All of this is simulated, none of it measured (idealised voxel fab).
The process module that follows is named voxel self aligned vias.
It is cross-section cut that appears here, measuring 290 nm in width, its square cells being 5 nm in size.
A cross-section in this document is a grid of square cells, and it is written down as bands, the top band listed before the ones below it; a band is made up of one or more rows of cells.
For a band, the entry starts with two heights in nm, that of the top and then that of the bottom, and carries on with the band's materials in order from left to right, each alongside its width in nm; the word "everywhere" beside a single material means it fills the band edge to edge, and "blank" means empty space.
Height is counted from the level 0, under which the received wafer is composed throughout of one material. The lowest of the bands is not closed at the bottom but continues downward, in the notation "from 0 down".
Note: "30->40" means the width goes from the first number (top row of the band) to the second number (bottom row) in equal steps per row of cells.
Reading "nothing changed" for a step: not a cell of the cross-section changed in it.
Heads up: "Internal closed voids" only lists the empty pockets with no open path to the top that are 8 cells or more, and it writes them as width x height at distance, distance from the left edge, in nm.
On a step's line, text after the settings is the simulator commenting on that step.
overlay nm: where the mask lay relative to plan, measured to the right, on steps with a mask; negatives go left.
Planned step list for the process:
- 1: RECEIVE with material Si
- 2: CONFORMAL_DEP with material SiO2, thk nm 15
- 3: CONFORMAL_DEP with material SiCN, thk nm 5
- 4: DIRECTIONAL_DEP with material SiO2, thk nm 20
- 5: PATTERN with tone open, mask id LINES, material resist, width nm 15, pitch nm 55, thk nm 15, overlay nm 0
- 6: DIRECTIONAL_ETCH with etch materials SiO2, depth nm 20
- 7: STRIP with etch materials resist
- 8: CONFORMAL_DEP with material TiN, thk nm 5
- 9: FILL_DEP with material Ru, thk nm 5
- 10: CMP with height nm 40
- 11: SELECTIVE_ETCH with etch materials W Ru TiN, depth nm 10
- 12: FILL_DEP with material SiN, thk nm 10
- 13: CMP with height nm 40
- 14: DIRECTIONAL_DEP with material SiO2, thk nm 15
- 15: DIRECTIONAL_DEP with material aC, thk nm 15
- 16: PATTERN with tone open, mask id VIAS, material resist, width nm 35, pitch nm 55, thk nm 35, overlay nm 0
- 17: DIRECTIONAL_ETCH with etch materials aC, depth nm 15
- 18: STRIP with etch materials resist
- 19: DIRECTIONAL_ETCH with etch materials SiO2, depth nm 15
- 20: DIRECTIONAL_ETCH with etch materials SiN, depth nm 10
- 21: STRIP with etch materials aC
- 22: CONFORMAL_DEP with material TiN, thk nm 5
- 23: FILL_DEP with material Ru, thk nm 5
- 24: CMP with height nm 55
- 25: CONFORMAL_DEP with material SiCN, thk nm 5
All wafers enter the flow in the same state. The width nm at step 5 differs from wafer to wafer, and the plan gives the value for the first wafer.
First of several wafers (as received, post step 1), cross-sectional view:
- from 0 down = Si everywhere
- Internal closed voids: none
For your reference, the table is organized with a row per wafer; each row reflects the wafer at the end of the module, indicating for each material the cells gained (+) or lost (-) since receipt, and thereafter its closed voids:
width nm 15, +26 Ru, +116 SiCN, +514 SiO2, +40 TiN, Internal closed voids: none
width nm 20, +32 Ru, +116 SiCN, +506 SiO2, +42 TiN, Internal closed voids: none
width nm 25, +38 Ru, +116 SiCN, +498 SiO2, +44 TiN, Internal closed voids: none
width nm 30, +44 Ru, +116 SiCN, +490 SiO2, +46 TiN, Internal closed voids: none
width nm 35, +50 Ru, +116 SiCN, +482 SiO2, +48 TiN, Internal closed voids: none
width nm 40, +52 Ru, +116 SiCN, +4 SiN, +474 SiO2, +50 TiN, Internal closed voids: none
